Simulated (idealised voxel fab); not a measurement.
Name of the process module below: voxel capacitor over wiring
This is section cut - it's 155 nm across, gridded in 5 nm square cells.
Bands, listed from the top down, are how a cross-section gets written in this document; the cross-section itself is a grid of square cells, and a band is one or more rows of them.
Heads up on the band format: heights come first, top then bottom, in nm. After that it's the materials left to right, each with its width in nm. A single material flagged "throughout" fills the whole band edge to edge, and "air" means there's empty space there.
Height 0 is the level under which the wafer as received is all one material. The lowest band goes on downwards, as in "from 0 down".
Width spec "30 to 40" -> top row of cells at first value, bottom row at second value, equal per-row change in between.
A step reported as "left unchanged" is a step in which no cell of the cross-section changed.
The label "Catalogued sealed voids" introduces a list of the empty spaces, 8 cells or larger, that have no open way up to the top; each entry in it reads width x height at distance, where the distance is taken from the left edge and all three are stated in nm.
Whatever follows a step's settings on its line is a remark the simulator itself makes about that step.
overlay nm: mask offset rightward from planned place, masked step; negative means leftward offset.
Every pair from here on: before one process step, after it. The after cross-section reaches only to the lowest band that changed. Below the pair: the step in between and its settings. Pairs can belong to different runs of this module on the same starting wafer; a pair carries on from the pair above only if the entry headed "State before step" says so.
State before step:
    from 85 to 80 = 45 of SiO2 | 5 of TiN | 5 of W | 5 of TiN | 95 of SiO2
    from 80 to 70 = 45 to 35 of SiO2 | 15 to 60 of TiN | 95 to 60 of SiO2
    from 70 to 65 = 30 of SiO2 | 70 of TiN | 55 of SiO2
    from 65 to 60 = Al2O3 throughout
    from 60 to 45 = 35 of lowk | 15 of Ru | 105 of lowk
    from 45 to 40 = 35 of SiCN | 15 of Ru | 105 of SiCN
    from 40 to 15 = 25 of SiO2 | 5 of TiN | 15 of Cu | 5 of TiN | 55 of SiO2 | 5 of TiN | 15 of Cu | 5 of TiN | 25 of SiO2
    from 15 to 10 = 25 of SiN | 25 of TiN | 55 of SiN | 25 of TiN | 25 of SiN
    from 10 to 0 = SiO2 throughout
    from 0 down = Si throughout
    Catalogued sealed voids: none
Post-Process Section:
    from 90 to 85 = SiN throughout
    Note: structure below 85 unchanged.
    Catalogued sealed voids: none
Which step turns the before cross-section above into the after cross-section? CONFORMAL_DEP, material SiN, thk nm 5
State before step:
    from 40 to 15 = 25 of SiO2 | 5 of TiN | 15 of Cu | 5 of TiN | 55 of SiO2 | 5 of TiN | 15 of Cu | 5 of TiN | 25 of SiO2
    from 15 to 10 = 25 of SiN | 25 of TiN | 55 of SiN | 25 of TiN | 25 of SiN
    from 10 to 0 = SiO2 throughout
    from 0 down = Si throughout
    Catalogued sealed voids: none
Post-Process Section:
    from 55 to 40 = SiCN throughout
    Note: structure below 40 unchanged.
    Catalogued sealed voids: none
Which step turns the before cross-section above into the after cross-section? CONFORMAL_DEP, material SiCN, thk nm 15
State before step: see the after view in the pair directly above.
Post-Process Section:
    from 70 to 55 = lowk throughout
    Note: structure below 55 unchanged.
    Catalogued sealed voids: none
Which step turns the before cross-section above into the after cross-section? DIRECTIONAL_DEP, material lowk, thk nm 15
State before step: see the after view in the pair directly above.
Post-Process Section:
    from 85 to 70 = aC throughout
    Note: structure below 70 unchanged.
    Catalogued sealed voids: none
Which step turns the before cross-section above into the after cross-section? DIRECTIONAL_DEP, material aC, thk nm 15
State before step: see the after view in the pair directly above.
Post-Process Section:
    from 115 to 85 = 35 of resist | 15 of air | 105 of resist
    Note: structure below 85 unchanged.
    Catalogued sealed voids: none
Which step turns the before cross-section above into the after cross-section? PATTERN, tone open, mask id PLUG_1, material resist, width nm 15, thk nm 30, overlay nm 0
State before step: see the after view in the pair directly above.
Post-Process Section:
    from 100 to 85 = 35 of resist | 15 of air | 105 of resist
    from 85 to 70 = 35 of aC | 15 of air | 105 of aC
    Note: structure below 70 unchanged.
    Catalogued sealed voids: none
Which step turns the before cross-section above into the after cross-section? DIRECTIONAL_ETCH, etch materials aC, depth nm 15
State before step: see the after view in the pair directly above.
Post-Process Section:
    from 85 to 70 = 35 of aC | 15 of air | 105 of aC
    Note: structure below 70 unchanged.
    Catalogued sealed voids: none
Which step turns the before cross-section above into the after cross-section? STRIP, etch materials resist
State before step: see the after view in the pair directly above.
Post-Process Section:
    from 85 to 70 = 35 of aC | 15 of air | 105 of aC
    from 70 to 55 = 35 of lowk | 15 of air | 105 of lowk
    Note: structure below 55 unchanged.
    Catalogued sealed voids: none
Which step turns the before cross-section above into the after cross-section? DIRECTIONAL_ETCH, etch materials lowk, depth nm 15
State before step: see the after view in the pair directly above.
Post-Process Section:
    from 85 to 70 = 35 of aC | 15 of air | 105 of aC
    from 70 to 55 = 35 of lowk | 15 of air | 105 of lowk
    from 55 to 50 = 35 of SiCN | 15 of air | 105 of SiCN
    Note: structure below 50 unchanged.
    Catalogued sealed voids: none
Which step turns the before cross-section above into the after cross-section? DIRECTIONAL_ETCH, etch materials SiCN, depth nm 5
State before step: see the after view in the pair directly above.
Post-Process Section:
    from 70 to 55 = 35 of lowk | 15 of air | 105 of lowk
    Note: structure below 55 unchanged.
    Catalogued sealed voids: none
Which step turns the before cross-section above into the after cross-section? STRIP, etch materials aC
State before step: see the after view in the pair directly above.
Post-Process Section:
    from 75 to 70 = 35 of TiN | 15 of air | 105 of TiN
    from 70 to 55 = 35 of lowk | 15 of air | 105 of lowk
    from 55 to 50 = 35 of SiCN | 15 of TiN | 105 of SiCN
    Note: structure below 50 unchanged.
    Catalogued sealed voids: none
Which step turns the before cross-section above into the after cross-section? DIRECTIONAL_DEP, material TiN, thk nm 5
State before step: see the after view in the pair directly above.
Post-Process Section:
    from 80 to 75 = 35 of Al2O3 | 15 of air | 105 of Al2O3
    from 75 to 70 = 35 of TiN | 15 of air | 105 of TiN
    from 70 to 60 = 35 of lowk | 15 of air | 105 of lowk
    from 60 to 55 = 35 of lowk | 15 of Al2O3 | 105 of lowk
    Note: structure below 55 unchanged.
    Catalogued sealed voids: none
Which step turns the before cross-section above into the after cross-section? DIRECTIONAL_DEP, material Al2O3, thk nm 5
State before step: see the after view in the pair directly above.
Post-Process Section:
    from 85 to 80 = 35 of TiN | 15 of air | 105 of TiN
    from 80 to 75 = 35 of Al2O3 | 15 of air | 105 of Al2O3
    from 75 to 70 = 35 of TiN | 15 of air | 105 of TiN
    from 70 to 65 = 35 of lowk | 15 of air | 105 of lowk
    from 65 to 60 = 35 of lowk | 15 of TiN | 105 of lowk
    Note: structure below 60 unchanged.
    Catalogued sealed voids: none
Which step turns the before cross-section above into the after cross-section? DIRECTIONAL_DEP, material TiN, thk nm 5
State before step: see the after view in the pair directly above.
Post-Process Section:
    from 100 to 85 = 35 of air | 60 of resist | 60 of air
    from 85 to 80 = 35 of TiN | 15 of resist | 105 of TiN
    from 80 to 75 = 35 of Al2O3 | 15 of resist | 105 of Al2O3
    from 75 to 70 = 35 of TiN | 15 of resist | 105 of TiN
    from 70 to 65 = 35 of lowk | 15 of resist | 105 of lowk
    Note: structure below 65 unchanged.
    Catalogued sealed voids: none
Which step turns the before cross-section above into the after cross-section? PATTERN, tone cover, mask id UPPER_PLATE, material resist, width nm 60, thk nm 15, overlay nm 0
State before step: see the after view in the pair directly above.
Post-Process Section:
    from 100 to 85 = 35 of air | 60 of resist | 60 of air
    from 85 to 80 = 35 of air | 15 of resist | 45 of TiN | 60 of air
    Note: structure below 80 unchanged.
    Catalogued sealed voids: none
Which step turns the before cross-section above into the after cross-section? DIRECTIONAL_ETCH, etch materials TiN, depth nm 5
State before step: see the after view in the pair directly above.
Post-Process Section:
    from 100 to 85 = 35 of air | 60 of resist | 60 of air
    from 85 to 80 = 35 of air | 15 of resist | 45 of TiN | 60 of air
    from 80 to 75 = 35 of air | 15 of resist | 45 of Al2O3 | 60 of air
    Note: structure below 75 unchanged.
    Catalogued sealed voids: none
Which step turns the before cross-section above into the after cross-section? DIRECTIONAL_ETCH, etch materials Al2O3, depth nm 5
State before step: see the after view in the pair directly above.
Post-Process Section:
    from 85 to 80 = 50 of air | 45 of TiN | 60 of air
    from 80 to 75 = 50 of air | 45 of Al2O3 | 60 of air
    from 75 to 70 = 35 of TiN | 15 of air | 105 of TiN
    from 70 to 65 = 35 of lowk | 15 of air | 105 of lowk
    Note: structure below 65 unchanged.
    Catalogued sealed voids: none
Which step turns the before cross-section above into the after cross-section? STRIP, etch materials resist
State before step: see the after view in the pair directly above.
Post-Process Section:
    from 85 to 80 = 50 of air | 45 of TiN | 60 of air
    from 80 to 75 = 50 of air | 45 of Al2O3 | 60 of air
    from 75 to 70 = 30 of air | 5 of TiN | 15 of air | 50 of TiN | 55 of air
    Note: structure below 70 unchanged.
    Catalogued sealed voids: none
Which step turns the before cross-section above into the after cross-section? MASKED_ETCH, tone cover, mask id LOWER_PLATE, width nm 70, etch materials TiN, depth nm 5, overlay nm 0
State before step: see the after view in the pair directly above.
Post-Process Section:
    from 100 to 85 = SiO2 throughout
    from 85 to 80 = 50 of SiO2 | 45 of TiN | 60 of SiO2
    from 80 to 75 = 50 of SiO2 | 45 of Al2O3 | 60 of SiO2
    from 75 to 70 = 30 of SiO2 | 5 of TiN | 15 of SiO2 | 50 of TiN | 55 of SiO2
    from 70 to 65 = 35 of lowk | 15 of SiO2 | 105 of lowk
    Note: structure below 65 unchanged.
    Catalogued sealed voids: none
Which step turns the before cross-section above into the after cross-section? FILL_DEP, material SiO2, thk nm 15
State before step: see the after view in the pair directly above.
Post-Process Section:
    from 85 to 80 = 50 of SiO2 | 45 of TiN | 60 of SiO2
    Note: structure below 80 unchanged.
    Catalogued sealed voids: none
Which step turns the before cross-section above into the after cross-section? CMP, height nm 85
State before step: see the after view in the pair directly above.
Post-Process Section:
    from 100 to 85 = 45 of resist | 15 of air | 95 of resist
    Note: structure below 85 unchanged.
    Catalogued sealed voids: none
Which step turns the before cross-section above into the after cross-section? PATTERN, tone open, mask id PLUG_2, material resist, width nm 15, thk nm 15, overlay nm 0
State before step: see the after view in the pair directly above.
Post-Process Section:
    from 100 to 85 = 45 of resist | 15 of air | 95 of resist
    from 85 to 80 = 45 of SiO2 | 5 of air | 45 of TiN | 60 of SiO2
    from 80 to 75 = 45 of SiO2 | 5 of air | 45 of Al2O3 | 60 of SiO2
    Note: structure below 75 unchanged.
    Catalogued sealed voids: none
Which step turns the before cross-section above into the after cross-section? DIRECTIONAL_ETCH, etch materials SiO2, depth nm 10
State before step: see the after view in the pair directly above.
Post-Process Section:
    from 85 to 80 = 45 of SiO2 | 5 of air | 45 of TiN | 60 of SiO2
    Note: structure below 80 unchanged.
    Catalogued sealed voids: none
Which step turns the before cross-section above into the after cross-section? STRIP, etch materials resist
State before step: see the after view in the pair directly above.
Post-Process Section:
    from 90 to 85 = TiN throughout
    from 85 to 80 = 45 of SiO2 | 50 of TiN | 60 of SiO2
    from 80 to 75 = 45 of SiO2 | 5 of TiN | 45 of Al2O3 | 60 of SiO2
    Note: structure below 75 unchanged.
    Catalogued sealed voids: none
Which step turns the before cross-section above into the after cross-section? CONFORMAL_DEP, material TiN, thk nm 5
State before step: see the after view in the pair directly above.
Post-Process Section:
    from 95 to 90 = W throughout
    Note: structure below 90 unchanged.
    Catalogued sealed voids: none
Which step turns the before cross-section above into the after cross-section? FILL_DEP, material W, thk nm 5
State before step: see the after view in the pair directly above.
Post-Process Section:
    from 85 to 80 = 45 of SiO2 | 50 of TiN | 60 of SiO2
    Note: structure below 80 unchanged.
    Catalogued sealed voids: none
Which step turns the before cross-section above into the after cross-section? CMP, height nm 85
State before step: see the after view in the pair directly above.
Post-Process Section:
    from 90 to 85 = SiN throughout
    Note: structure below 85 unchanged.
    Catalogued sealed voids: none
Which step turns the before cross-section above into the after cross-section? CONFORMAL_DEP, material SiN, thk nm 5
State before step:
    from 75 to 70 = TiN throughout
    from 70 to 65 = Al2O3 throughout
    from 65 to 60 = TiN throughout
    from 60 to 45 = 35 of lowk | 15 of Ru | 105 of lowk
    from 45 to 40 = 35 of SiCN | 15 of Ru | 105 of SiCN
    from 40 to 15 = 25 of SiO2 | 5 of TiN | 15 of Cu | 5 of TiN | 55 of SiO2 | 5 of TiN | 15 of Cu | 5 of TiN | 25 of SiO2
    from 15 to 10 = 25 of SiN | 25 of TiN | 55 of SiN | 25 of TiN | 25 of SiN
    from 10 to 0 = SiO2 throughout
    from 0 down = Si throughout
    Catalogued sealed voids: none
Post-Process Section:
    from 90 to 75 = 40 of air | 55 of resist | 60 of air
    Note: structure below 75 unchanged.
    Catalogued sealed voids: none
Which step turns the before cross-section above into the after cross-section? PATTERN, tone cover, mask id UPPER_PLATE, material resist, width nm 55, thk nm 15, overlay nm 0
State before step: see the after view in the pair directly above.
Post-Process Section:
    from 90 to 75 = 40 of air | 55 of resist | 60 of air
    from 75 to 70 = 40 of air | 55 of TiN | 60 of air
    Note: structure below 70 unchanged.
    Catalogued sealed voids: none
Which step turns the before cross-section above into the after cross-section? DIRECTIONAL_ETCH, etch materials TiN, depth nm 5
State before step: see the after view in the pair directly above.
Post-Process Section:
    from 90 to 75 = 40 of air | 55 of resist | 60 of air
    from 75 to 70 = 40 of air | 55 of TiN | 60 of air
    from 70 to 65 = 40 of air | 55 of Al2O3 | 60 of air
    Note: structure below 65 unchanged.
    Catalogued sealed voids: none
Which step turns the before cross-section above into the after cross-section? DIRECTIONAL_ETCH, etch materials Al2O3, depth nm 5
State before step: see the after view in the pair directly above.
Post-Process Section:
    from 75 to 70 = 40 of air | 55 of TiN | 60 of air
    Note: structure below 70 unchanged.
    Catalogued sealed voids: none
Which step turns the before cross-section above into the after cross-section? STRIP, etch materials resist
State before step: see the after view in the pair directly above.
Post-Process Section:
    from 75 to 70 = 40 of air | 55 of TiN | 60 of air
    from 70 to 65 = 40 of air | 55 of Al2O3 | 60 of air
    from 65 to 60 = 30 of air | 70 of TiN | 55 of air
    Note: structure below 60 unchanged.
    Catalogued sealed voids: none
Which step turns the before cross-section above into the after cross-section? MASKED_ETCH, tone cover, mask id LOWER_PLATE, width nm 70, etch materials TiN, depth nm 5, overlay nm 0
State before step: see the after view in the pair directly above.
Post-Process Section:
    from 90 to 75 = SiO2 throughout
    from 75 to 70 = 40 of SiO2 | 55 of TiN | 60 of SiO2
    from 70 to 65 = 40 of SiO2 | 55 of Al2O3 | 60 of SiO2
    from 65 to 60 = 30 of SiO2 | 70 of TiN | 55 of SiO2
    Note: structure below 60 unchanged.
    Catalogued sealed voids: none
Which step turns the before cross-section above into the after cross-section? FILL_DEP, material SiO2, thk nm 15
State before step: see the after view in the pair directly above.
Post-Process Section:
    from 85 to 75 = SiO2 throughout
    Note: structure below 75 unchanged.
    Catalogued sealed voids: none
Which step turns the before cross-section above into the after cross-section? CMP, height nm 85
State before step: see the after view in the pair directly above.
Post-Process Section:
    from 100 to 85 = 45 of resist | 15 of air | 95 of resist
    Note: structure below 85 unchanged.
    Catalogued sealed voids: none
Which step turns the before cross-section above into the after cross-section? PATTERN, tone open, mask id PLUG_2, material resist, width nm 15, thk nm 15, overlay nm 0
State before step: see the after view in the pair directly above.
Post-Process Section:
    from 100 to 85 = 45 of resist | 15 of air | 95 of resist
    from 85 to 75 = 45 of SiO2 | 15 of air | 95 of SiO2
    Note: structure below 75 unchanged.
    Catalogued sealed voids: none
Which step turns the before cross-section above into the after cross-section? DIRECTIONAL_ETCH, etch materials SiO2, depth nm 10
State before step: see the after view in the pair directly above.
Post-Process Section:
    from 85 to 75 = 45 of SiO2 | 15 of air | 95 of SiO2
    Note: structure below 75 unchanged.
    Catalogued sealed voids: none
Which step turns the before cross-section above into the after cross-section? STRIP, etch materials resist
State before step: see the after view in the pair directly above.
Post-Process Section:
    from 90 to 85 = 50 of TiN | 5 of air | 100 of TiN
    from 85 to 80 = 45 of SiO2 | 5 of TiN | 5 of air | 5 of TiN | 95 of SiO2
    from 80 to 70 = 45 to 40 of SiO2 | 15 to 55 of TiN | 95 to 60 of SiO2
    Note: structure below 70 unchanged.
    Catalogued sealed voids: none
Which step turns the before cross-section above into the after cross-section? CONFORMAL_DEP, material TiN, thk nm 5
State before step: see the after view in the pair directly above.
Post-Process Section:
    from 95 to 90 = W throughout
    from 90 to 85 = 50 of TiN | 5 of W | 100 of TiN
    from 85 to 80 = 45 of SiO2 | 5 of TiN | 5 of W | 5 of TiN | 95 of SiO2
    Note: structure below 80 unchanged.
    Catalogued sealed voids: none
Which step turns the before cross-section above into the after cross-section? FILL_DEP, material W, thk nm 5
State before step: see the after view in the pair directly above.
Post-Process Section:
    from 85 to 80 = 45 of SiO2 | 5 of TiN | 5 of W | 5 of TiN | 95 of SiO2
    Note: structure below 80 unchanged.
    Catalogued sealed voids: none
Which step turns the before cross-section above into the after cross-section? CMP, height nm 85
State before step: see the after view in the pair directly above.
Post-Process Section:
    from 90 to 85 = SiN throughout
    Note: structure below 85 unchanged.
    Catalogued sealed voids: none
Which step turns the before cross-section above into the after cross-section? CONFORMAL_DEP, material SiN, thk nm 5
State before step:
    from 75 to 60 = aC throughout
    from 60 to 45 = lowk throughout
    from 45 to 40 = SiCN throughout
    from 40 to 15 = 25 of SiO2 | 5 of TiN | 15 of Cu | 5 of TiN | 55 of SiO2 | 5 of TiN | 15 of Cu | 5 of TiN | 25 of SiO2
    from 15 to 10 = 25 of SiN | 25 of TiN | 55 of SiN | 25 of TiN | 25 of SiN
    from 10 to 0 = SiO2 throughout
    from 0 down = Si throughout
    Catalogued sealed voids: none
Post-Process Section:
    from 105 to 75 = 40 of resist | 15 of air | 100 of resist
    Note: structure below 75 unchanged.
    Catalogued sealed voids: none
Which step turns the before cross-section above into the after cross-section? PATTERN, tone open, mask id PLUG_1, material resist, width nm 15, thk nm 30, overlay nm 5
State before step: see the after view in the pair directly above.
Post-Process Section:
    from 90 to 75 = 40 of resist | 15 of air | 100 of resist
    from 75 to 60 = 40 of aC | 15 of air | 100 of aC
    Note: structure below 60 unchanged.
    Catalogued sealed voids: none
Which step turns the before cross-section above into the after cross-section? DIRECTIONAL_ETCH, etch materials aC, depth nm 15
State before step: see the after view in the pair directly above.
Post-Process Section:
    from 75 to 60 = 40 of aC | 15 of air | 100 of aC
    Note: structure below 60 unchanged.
    Catalogued sealed voids: none
Which step turns the before cross-section above into the after cross-section? STRIP, etch materials resist
State before step: see the after view in the pair directly above.
Post-Process Section:
    from 75 to 60 = 40 of aC | 15 of air | 100 of aC
    from 60 to 45 = 40 of lowk | 15 of air | 100 of lowk
    Note: structure below 45 unchanged.
    Catalogued sealed voids: none
Which step turns the before cross-section above into the after cross-section? DIRECTIONAL_ETCH, etch materials lowk, depth nm 15
State before step: see the after view in the pair directly above.
Post-Process Section:
    from 75 to 60 = 40 of aC | 15 of air | 100 of aC
    from 60 to 45 = 40 of lowk | 15 of air | 100 of lowk
    from 45 to 40 = 40 of SiCN | 15 of air | 100 of SiCN
    Note: structure below 40 unchanged.
    Catalogued sealed voids: none
Which step turns the before cross-section above into the after cross-section? DIRECTIONAL_ETCH, etch materials SiCN, depth nm 5
State before step: see the after view in the pair directly above.
Post-Process Section:
    from 60 to 45 = 40 of lowk | 15 of air | 100 of lowk
    Note: structure below 45 unchanged.
    Catalogued sealed voids: none
Which step turns the before cross-section above into the after cross-section? STRIP, etch materials aC
State before step: see the after view in the pair directly above.
Post-Process Section:
    from 60 to 50 = 40 of lowk | 15 of air | 100 of lowk
    from 50 to 45 = 40 of lowk | 15 of Ru | 100 of lowk
    from 45 to 40 = 40 of SiCN | 15 of Ru | 100 of SiCN
    Note: structure below 40 unchanged.
    Catalogued sealed voids: none
Which step turns the before cross-section above into the after cross-section? EPI, material Ru, thk nm 10
State before step: see the after view in the pair directly above.
Post-Process Section:
    from 60 to 45 = 40 of lowk | 15 of Ru | 100 of lowk
    Note: structure below 45 unchanged.
    Catalogued sealed voids: none
Which step turns the before cross-section above into the after cross-section? EPI, material Ru, thk nm 10
State before step: see the after view in the pair directly above.
Post-Process Section:
    from 65 to 60 = TiN throughout
    Note: structure below 60 unchanged.
    Catalogued sealed voids: none
Which step turns the before cross-section above into the after cross-section? DIRECTIONAL_DEP, material TiN, thk nm 5
State before step: see the after view in the pair directly above.
Post-Process Section:
    from 70 to 65 = Al2O3 throughout
    Note: structure below 65 unchanged.
    Catalogued sealed voids: none
Which step turns the before cross-section above into the after cross-section? DIRECTIONAL_DEP, material Al2O3, thk nm 5
State before step: see the after view in the pair directly above.
Post-Process Section:
    from 75 to 70 = TiN throughout
    Note: structure below 70 unchanged.
    Catalogued sealed voids: none
Which step turns the before cross-section above into the after cross-section? DIRECTIONAL_DEP, material TiN, thk nm 5
State before step: see the after view in the pair directly above.
Post-Process Section:
    from 90 to 75 = 35 of air | 60 of resist | 60 of air
    Note: structure below 75 unchanged.
    Catalogued sealed voids: none
Which step turns the before cross-section above into the after cross-section? PATTERN, tone cover, mask id UPPER_PLATE, material resist, width nm 60, thk nm 15, overlay nm 0
State before step: see the after view in the pair directly above.
Post-Process Section:
    from 90 to 75 = 35 of air | 60 of resist | 60 of air
    from 75 to 70 = 35 of air | 60 of TiN | 60 of air
    Note: structure below 70 unchanged.
    Catalogued sealed voids: none
Which step turns the before cross-section above into the after cross-section? DIRECTIONAL_ETCH, etch materials TiN, depth nm 5
State before step: see the after view in the pair directly above.
Post-Process Section:
    from 90 to 75 = 35 of air | 60 of resist | 60 of air
    from 75 to 70 = 35 of air | 60 of TiN | 60 of air
    from 70 to 65 = 35 of air | 60 of Al2O3 | 60 of air
    Note: structure below 65 unchanged.
    Catalogued sealed voids: none
Which step turns the before cross-section above into the after cross-section? DIRECTIONAL_ETCH, etch materials Al2O3, depth nm 5
State before step: see the after view in the pair directly above.
Post-Process Section:
    from 75 to 70 = 35 of air | 60 of TiN | 60 of air
    Note: structure below 70 unchanged.
    Catalogued sealed voids: none
Which step turns the before cross-section above into the after cross-section? STRIP, etch materials resist
State before step: see the after view in the pair directly above.
Post-Process Section:
    from 75 to 70 = 35 of air | 60 of TiN | 60 of air
    from 70 to 65 = 35 of air | 60 of Al2O3 | 60 of air
    from 65 to 60 = 30 of air | 70 of TiN | 55 of air
    Note: structure below 60 unchanged.
    Catalogued sealed voids: none
Which step turns the before cross-section above into the after cross-section? MASKED_ETCH, tone cover, mask id LOWER_PLATE, width nm 70, etch materials TiN, depth nm 5, overlay nm 0
State before step: see the after view in the pair directly above.
Post-Process Section:
    from 90 to 75 = SiO2 throughout
    from 75 to 70 = 35 of SiO2 | 60 of TiN | 60 of SiO2
    from 70 to 65 = 35 of SiO2 | 60 of Al2O3 | 60 of SiO2
    from 65 to 60 = 30 of SiO2 | 70 of TiN | 55 of SiO2
    Note: structure below 60 unchanged.
    Catalogued sealed voids: none
Which step turns the before cross-section above into the after cross-section? FILL_DEP, material SiO2, thk nm 15
State before step: see the after view in the pair directly above.
Post-Process Section:
    from 85 to 75 = SiO2 throughout
    Note: structure below 75 unchanged.
    Catalogued sealed voids: none
Which step turns the before cross-section above into the after cross-section? CMP, height nm 85
State before step: see the after view in the pair directly above.
Post-Process Section:
    from 100 to 85 = 45 of resist | 15 of air | 95 of resist
    Note: structure below 85 unchanged.
    Catalogued sealed voids: none
Which step turns the before cross-section above into the after cross-section? PATTERN, tone open, mask id PLUG_2, material resist, width nm 15, thk nm 15, overlay nm 0
State before step: see the after view in the pair directly above.
Post-Process Section:
    from 100 to 85 = 45 of resist | 15 of air | 95 of resist
    from 85 to 75 = 45 of SiO2 | 15 of air | 95 of SiO2
    Note: structure below 75 unchanged.
    Catalogued sealed voids: none
Which step turns the before cross-section above into the after cross-section? DIRECTIONAL_ETCH, etch materials SiO2, depth nm 10
State before step: see the after view in the pair directly above.
Post-Process Section:
    from 85 to 75 = 45 of SiO2 | 15 of air | 95 of SiO2
    Note: structure below 75 unchanged.
    Catalogued sealed voids: none
Which step turns the before cross-section above into the after cross-section? STRIP, etch materials resist
State before step: see the after view in the pair directly above.
Post-Process Section:
    from 90 to 85 = 50 of TiN | 5 of air | 100 of TiN
    from 85 to 80 = 45 of SiO2 | 5 of TiN | 5 of air | 5 of TiN | 95 of SiO2
    from 80 to 70 = 45 to 35 of SiO2 | 15 to 60 of TiN | 95 to 60 of SiO2
    Note: structure below 70 unchanged.
    Catalogued sealed voids: none
Which step turns the before cross-section above into the after cross-section? CONFORMAL_DEP, material TiN, thk nm 5
State before step: see the after view in the pair directly above.
Post-Process Section:
    from 95 to 90 = W throughout
    from 90 to 85 = 50 of TiN | 5 of W | 100 of TiN
    from 85 to 80 = 45 of SiO2 | 5 of TiN | 5 of W | 5 of TiN | 95 of SiO2
    Note: structure below 80 unchanged.
    Catalogued sealed voids: none
Which step turns the before cross-section above into the after cross-section? FILL_DEP, material W, thk nm 5
State before step: see the after view in the pair directly above.
Post-Process Section:
    from 85 to 80 = 45 of SiO2 | 5 of TiN | 5 of W | 5 of TiN | 95 of SiO2
    Note: structure below 80 unchanged.
    Catalogued sealed voids: none
Which step turns the before cross-section above into the after cross-section? CMP, height nm 85
State before step: see the after view in the pair directly above.
Post-Process Section:
    from 90 to 85 = SiN throughout
    Note: structure below 85 unchanged.
    Catalogued sealed voids: none
Which step turns the before cross-section above into the after cross-section? CONFORMAL_DEP, material SiN, thk nm 5
State before step:
    from 45 to 40 = SiCN throughout
    from 40 to 15 = 25 of SiO2 | 5 of TiN | 15 of Cu | 5 of TiN | 55 of SiO2 | 5 of TiN | 15 of Cu | 5 of TiN | 25 of SiO2
    from 15 to 10 = 25 of SiN | 25 of TiN | 55 of SiN | 25 of TiN | 25 of SiN
    from 10 to 0 = SiO2 throughout
    from 0 down = Si throughout
    Catalogued sealed voids: none
Post-Process Section:
    from 60 to 45 = Al2O3 throughout
    Note: structure below 45 unchanged.
    Catalogued sealed voids: none
Which step turns the before cross-section above into the after cross-section? DIRECTIONAL_DEP, material Al2O3, thk nm 15
State before step: see the after view in the pair directly above.
Post-Process Section:
    from 75 to 60 = aC throughout
    Note: structure below 60 unchanged.
    Catalogued sealed voids: none
Which step turns the before cross-section above into the after cross-section? DIRECTIONAL_DEP, material aC, thk nm 15
State before step: see the after view in the pair directly above.
Post-Process Section:
    from 105 to 75 = 35 of resist | 15 of air | 105 of resist
    Note: structure below 75 unchanged.
    Catalogued sealed voids: none
Which step turns the before cross-section above into the after cross-section? PATTERN, tone open, mask id PLUG_1, material resist, width nm 15, thk nm 30, overlay nm 0
State before step: see the after view in the pair directly above.
Post-Process Section:
    from 90 to 75 = 35 of resist | 15 of air | 105 of resist
    from 75 to 60 = 35 of aC | 15 of air | 105 of aC
    Note: structure below 60 unchanged.
    Catalogued sealed voids: none
Which step turns the before cross-section above into the after cross-section? DIRECTIONAL_ETCH, etch materials aC, depth nm 15
State before step: see the after view in the pair directly above.
Post-Process Section:
    from 75 to 60 = 35 of aC | 15 of air | 105 of aC
    Note: structure below 60 unchanged.
    Catalogued sealed voids: none
Which step turns the before cross-section above into the after cross-section? STRIP, etch materials resist
State before step: see the after view in the pair directly above.
Post-Process Section:
    from 60 to 45 = Al2O3 throughout
    Note: structure below 45 unchanged.
    Catalogued sealed voids: none
Which step turns the before cross-section above into the after cross-section? STRIP, etch materials aC
State before step: see the after view in the pair directly above.
Post-Process Section:
    from 65 to 60 = TiN throughout
    Note: structure below 60 unchanged.
    Catalogued sealed voids: none
Which step turns the before cross-section above into the after cross-section? DIRECTIONAL_DEP, material TiN, thk nm 5
State before step: see the after view in the pair directly above.
Post-Process Section:
    from 70 to 65 = Al2O3 throughout
    Note: structure below 65 unchanged.
    Catalogued sealed voids: none
Which step turns the before cross-section above into the after cross-section? DIRECTIONAL_DEP, material Al2O3, thk nm 5
State before step: see the after view in the pair directly above.
Post-Process Section:
    from 75 to 70 = TiN throughout
    Note: structure below 70 unchanged.
    Catalogued sealed voids: none
Which step turns the before cross-section above into the after cross-section? DIRECTIONAL_DEP, material TiN, thk nm 5
State before step: see the after view in the pair directly above.
Post-Process Section:
    from 90 to 75 = 35 of air | 60 of resist | 60 of air
    Note: structure below 75 unchanged.
    Catalogued sealed voids: none
Which step turns the before cross-section above into the after cross-section? PATTERN, tone cover, mask id UPPER_PLATE, material resist, width nm 60, thk nm 15, overlay nm 0
State before step: see the after view in the pair directly above.
Post-Process Section:
    from 90 to 75 = 35 of air | 60 of resist | 60 of air
    from 75 to 70 = 35 of air | 60 of TiN | 60 of air
    Note: structure below 70 unchanged.
    Catalogued sealed voids: none
Which step turns the before cross-section above into the after cross-section? DIRECTIONAL_ETCH, etch materials TiN, depth nm 5
State before step: see the after view in the pair directly above.
Post-Process Section:
    from 90 to 75 = 35 of air | 60 of resist | 60 of air
    from 75 to 70 = 35 of air | 60 of TiN | 60 of air
    from 70 to 65 = 35 of air | 60 of Al2O3 | 60 of air
    Note: structure below 65 unchanged.
    Catalogued sealed voids: none
Which step turns the before cross-section above into the after cross-section? DIRECTIONAL_ETCH, etch materials Al2O3, depth nm 5
State before step: see the after view in the pair directly above.
Post-Process Section:
    from 75 to 70 = 35 of air | 60 of TiN | 60 of air
    Note: structure below 70 unchanged.
    Catalogued sealed voids: none
Which step turns the before cross-section above into the after cross-section? STRIP, etch materials resist
State before step: see the after view in the pair directly above.
Post-Process Section:
    from 75 to 70 = 35 of air | 60 of TiN | 60 of air
    from 70 to 65 = 35 of air | 60 of Al2O3 | 60 of air
    from 65 to 60 = 30 of air | 70 of TiN | 55 of air
    Note: structure below 60 unchanged.
    Catalogued sealed voids: none
Which step turns the before cross-section above into the after cross-section? MASKED_ETCH, tone cover, mask id LOWER_PLATE, width nm 70, etch materials TiN, depth nm 5, overlay nm 0
State before step: see the after view in the pair directly above.
Post-Process Section:
    from 90 to 75 = SiO2 throughout
    from 75 to 70 = 35 of SiO2 | 60 of TiN | 60 of SiO2
    from 70 to 65 = 35 of SiO2 | 60 of Al2O3 | 60 of SiO2
    from 65 to 60 = 30 of SiO2 | 70 of TiN | 55 of SiO2
    Note: structure below 60 unchanged.
    Catalogued sealed voids: none
Which step turns the before cross-section above into the after cross-section? FILL_DEP, material SiO2, thk nm 15
State before step: see the after view in the pair directly above.
Post-Process Section:
    from 85 to 75 = SiO2 throughout
    Note: structure below 75 unchanged.
    Catalogued sealed voids: none
Which step turns the before cross-section above into the after cross-section? CMP, height nm 85
State before step: see the after view in the pair directly above.
Post-Process Section:
    from 100 to 85 = 45 of resist | 15 of air | 95 of resist
    Note: structure below 85 unchanged.
    Catalogued sealed voids: none
Which step turns the before cross-section above into the after cross-section? PATTERN, tone open, mask id PLUG_2, material resist, width nm 15, thk nm 15, overlay nm 0
